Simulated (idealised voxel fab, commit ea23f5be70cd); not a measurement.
This is a process module. Its name is voxel quadruple lines.
It is cross-section cut that appears here, measuring 260 nm in width, its square cells being 5 nm in size.
Notation: cross-section as square-cell grid; stated in bands, top first, going down; one or more cell rows per band. This entry defines a band. It first specifies the height of the band's top and the height of its bottom in nm, and then specifies the band's materials from left to right, stating each material with its width in nm. The word "everywhere" identifies a single material that fills the band from edge to edge, while the word "blank" identifies empty space. Below 0: as-received wafer, all one material; heights counted from there. Lowest band: no bottom, goes on down, written "0 down". Think of "30->40" as a width that walks from the first number to the second as you go down the band, top row to bottom row, taking equal-sized steps from row to row. Key: "identical to before" - step with no changed cell in the cross-section. "Enclosed void inventory" specifies each empty space that is not open to the top and that occupies no fewer than 8 cells, using the form width x height at distance, the distance measured from the left edge and all three quantities in nm. Anything after a step's settings on that line? It's the simulator's own note about the step. If you see "overlay nm" on a step's line and that step has a mask, it's telling you how far right of where it was planned the mask ended up; a negative number means it went left instead.
Below is the list of planned process steps
1 RECEIVE,material Si
2 CONFORMAL_DEP,material Al2O3,thk nm 5
3 DIRECTIONAL_DEP,material W,thk nm 15
4 DIRECTIONAL_DEP,material polySi,thk nm 20
5 DIRECTIONAL_DEP,material aC,thk nm 20
6 PATTERN,tone cover,mask id MANDREL,material resist,width nm 20,thk nm 30,overlay nm 0
7 DIRECTIONAL_ETCH,etch materials aC,depth nm 20
8 STRIP,etch materials resist
9 CONFORMAL_DEP,material SiO2,thk nm 10
10 DIRECTIONAL_ETCH,etch materials SiO2,depth nm 10
11 STRIP,etch materials aC
12 DIRECTIONAL_ETCH,etch materials polySi,depth nm 20
13 STRIP,etch materials SiO2
14 CONFORMAL_DEP,material SiCN,thk nm 5
15 DIRECTIONAL_ETCH,etch materials SiCN,depth nm 5
16 STRIP,etch materials polySi
17 DIRECTIONAL_ETCH,etch materials W,depth nm 15
18 STRIP,etch materials SiCN
Account of the first of two wafers, which was processed as intended
Wafer cross-section on receipt, i.e. after step 1
0 down = Si everywhere
Enclosed void inventory: none
So this is the wafer cross-section right after step 2
5 to 0 = Al2O3 everywhere
Anything lower than 0 is untouched.
So this is the wafer cross-section right after step 3
20 to 5 = W everywhere
Anything lower than 5 is untouched.
So this is the wafer cross-section right after step 4
40 to 20 = polySi everywhere
Anything lower than 20 is untouched.
So this is the wafer cross-section right after step 5
60 to 40 = aC everywhere
Anything lower than 40 is untouched.
So this is the wafer cross-section right after step 6
90 to 60 = blank: 120, resist: 20, blank: 120
Anything lower than 60 is untouched.
So this is the wafer cross-section right after step 7
70 to 60 = blank: 120, resist: 20, blank: 120
60 to 40 = blank: 120, aC: 20, blank: 120
Anything lower than 40 is untouched.
So this is the wafer cross-section right after step 8
60 to 40 = blank: 120, aC: 20, blank: 120
Anything lower than 40 is untouched.
So this is the wafer cross-section right after step 9
70 to 60 = blank: 110, SiO2: 40, blank: 110
60 to 50 = blank: 110, SiO2: 10, aC: 20, SiO2: 10, blank: 110
50 to 40 = SiO2: 120, aC: 20, SiO2: 120
Anything lower than 40 is untouched.
So this is the wafer cross-section right after step 10
60 to 40 = blank: 110, SiO2: 10, aC: 20, SiO2: 10, blank: 110
Anything lower than 40 is untouched.
So this is the wafer cross-section right after step 11
60 to 40 = blank: 110, SiO2: 10, blank: 20, SiO2: 10, blank: 110
Anything lower than 40 is untouched.
So this is the wafer cross-section right after step 12
60 to 40 = blank: 110, SiO2: 10, blank: 20, SiO2: 10, blank: 110
40 to 20 = blank: 110, polySi: 10, blank: 20, polySi: 10, blank: 110
Anything lower than 20 is untouched.
So this is the wafer cross-section right after step 13
40 to 20 = blank: 110, polySi: 10, blank: 20, polySi: 10, blank: 110
Anything lower than 20 is untouched.
So this is the wafer cross-section right after step 14
45 to 40 = blank: 105, SiCN: 20, blank: 10, SiCN: 20, blank: 105
40 to 25 = blank: 105, SiCN: 5, polySi: 10, SiCN: 5, blank: 10, SiCN: 5, polySi: 10, SiCN: 5, blank: 105
25 to 20 = SiCN: 110, polySi: 10, SiCN: 20, polySi: 10, SiCN: 110
Anything lower than 20 is untouched.
So this is the wafer cross-section right after step 15
40 to 20 = blank: 105, SiCN: 5, polySi: 10, SiCN: 5, blank: 10, SiCN: 5, polySi: 10, SiCN: 5, blank: 105
Anything lower than 20 is untouched.
So this is the wafer cross-section right after step 16
40 to 20 = blank: 105, SiCN: 5, blank: 10, SiCN: 5, blank: 10, SiCN: 5, blank: 10, SiCN: 5, blank: 105
Anything lower than 20 is untouched.
So this is the wafer cross-section right after step 17
40 to 20 = blank: 105, SiCN: 5, blank: 10, SiCN: 5, blank: 10, SiCN: 5, blank: 10, SiCN: 5, blank: 105
20 to 5 = blank: 105, W: 5, blank: 10, W: 5, blank: 10, W: 5, blank: 10, W: 5, blank: 105
Anything lower than 5 is untouched.
So this is the wafer cross-section right after step 18
20 to 5 = blank: 105, W: 5, blank: 10, W: 5, blank: 10, W: 5, blank: 10, W: 5, blank: 105
Anything lower than 5 is untouched.
Wafer two of the pair: same origin, same plan, one error during the run; identical to wafer one up to and including step 3
Cross-section of the second wafer at the time step 4 of the plan should have ended
40 to 20 = aC everywhere
Anything lower than 20 is untouched.
Cross-section of the second wafer at the time step 5 of the plan should have ended
60 to 40 = polySi everywhere
Anything lower than 40 is untouched.
Cross-section of the second wafer at the time step 6 of the plan should have ended
90 to 60 = blank: 120, resist: 20, blank: 120
Anything lower than 60 is untouched.
Cross-section of the second wafer at the time step 7 of the plan should have ended
70 to 60 = blank: 120, resist: 20, blank: 120
Anything lower than 60 is untouched.
Cross-section of the second wafer at the time step 8 of the plan should have ended
60 to 40 = polySi everywhere
Anything lower than 40 is untouched.
Cross-section of the second wafer at the time step 9 of the plan should have ended
70 to 60 = SiO2 everywhere
Anything lower than 60 is untouched.
Cross-section of the second wafer at the time step 10 of the plan should have ended
60 to 40 = polySi everywhere
Anything lower than 40 is untouched.
Cross-section of the second wafer at the time step 11 of the plan should have ended: identical to before
Cross-section of the second wafer at the time step 12 of the plan should have ended
40 to 20 = aC everywhere
Anything lower than 20 is untouched.
Cross-section of the second wafer at the time step 13 of the plan should have ended: identical to before
Cross-section of the second wafer at the time step 14 of the plan should have ended
45 to 40 = SiCN everywhere
Anything lower than 40 is untouched.
Cross-section of the second wafer at the time step 15 of the plan should have ended
40 to 20 = aC everywhere
Anything lower than 20 is untouched.
Cross-section of the second wafer at the time step 16 of the plan should have ended: identical to before
Cross-section of the second wafer at the time step 17 of the plan should have ended: identical to before
Cross-section of the second wafer at the time step 18 of the plan should have ended: identical to before
Processing error: order of steps 4 and 5 inverted relative to the plan
In the final state, the cell counts of the second wafer exceed or fall short of those of the first for the following materials: 144 more of W | 208 more of aC
